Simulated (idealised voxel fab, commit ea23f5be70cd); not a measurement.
The following process module bears the name voxel spacer lines.
Section cut is 300 nm wide and gridded with 5 nm square cells.
Cross-section = grid of square cells, listed top down in bands; band = one or more rows.
A band entry consists of two parts. The first gives the height of the band's top and the height of its bottom, in nm. The rest lists the band's materials from left to right, each with its width in nm. A single material labelled with the word "full width" fills the band from edge to edge, and the word "air" marks empty space.
Measure heights from 0. That's the level where, below it, the as-received wafer is all one material. The lowest band is bottomless and extends downward; write it as in "0 down".
Top row gets the first number, bottom row gets the second, and each row in between changes by the same step: that is how a band width like "30 to 40" works.
"remained unchanged", as given for a step, is the statement that not any cell of the cross-section underwent a change during that step.
Reported under the label "Fully sealed cavities" are the empty spaces having no open way to the top and comprising 8 cells or more; the notation for each is width x height at distance, in which the distance is measured from the left edge and all three values are in nm.
That trailing text on a step's line, after the settings, is the simulator's own remark on the step.
Among the settings permitted on a step's line is "overlay nm"; applied to a step with a mask, it specifies the extent to which the mask lay to the right of its planned position, whereas a negative figure signifies a position to the left.
### Process steps (planned)
| 1 | RECEIVE | material Si |
| 2 | CONFORMAL_DEP | material Al2O3 | thk nm 5 |
| 3 | DIRECTIONAL_DEP | material W | thk nm 10 |
| 4 | DIRECTIONAL_DEP | material aC | thk nm 20 |
| 5 | PATTERN | tone cover | mask id MANDREL | material resist | width nm 15 | pitch nm 50 | thk nm 30 | overlay nm 0 |
| 6 | DIRECTIONAL_ETCH | etch materials aC | depth nm 20 |
| 7 | STRIP | etch materials resist |
| 8 | CONFORMAL_DEP | material SiO2 | thk nm 10 |
| 9 | DIRECTIONAL_ETCH | etch materials SiO2 | depth nm 10 |
| 10 | STRIP | etch materials aC |
| 11 | DIRECTIONAL_ETCH | etch materials W | depth nm 10 |
| 12 | STRIP | etch materials SiO2 |
| 13 | FILL_DEP | material SiO2 | thk nm 5 |
| 14 | CMP | height nm 15 |
It is noted that the wafers described herein are identical at the outset and are distinguished by the thk nm of step 2; the value stated in the plan corresponds to the first wafer.
### Received wafers, first of several: cross-section after step 1
0 down | Si full width
Fully sealed cavities: none
### each wafer at the end: cells of each material gained (+) or lost (-) since it was received, then its closed voids
thk nm 5; +60 Al2O3; +96 SiO2; +24 W; Fully sealed cavities: none
thk nm 10; +120 Al2O3; +48 SiO2; +12 W; Fully sealed cavities: none
thk nm 15; +180 Al2O3; Fully sealed cavities: none
thk nm 20; +180 Al2O3; Fully sealed cavities: none
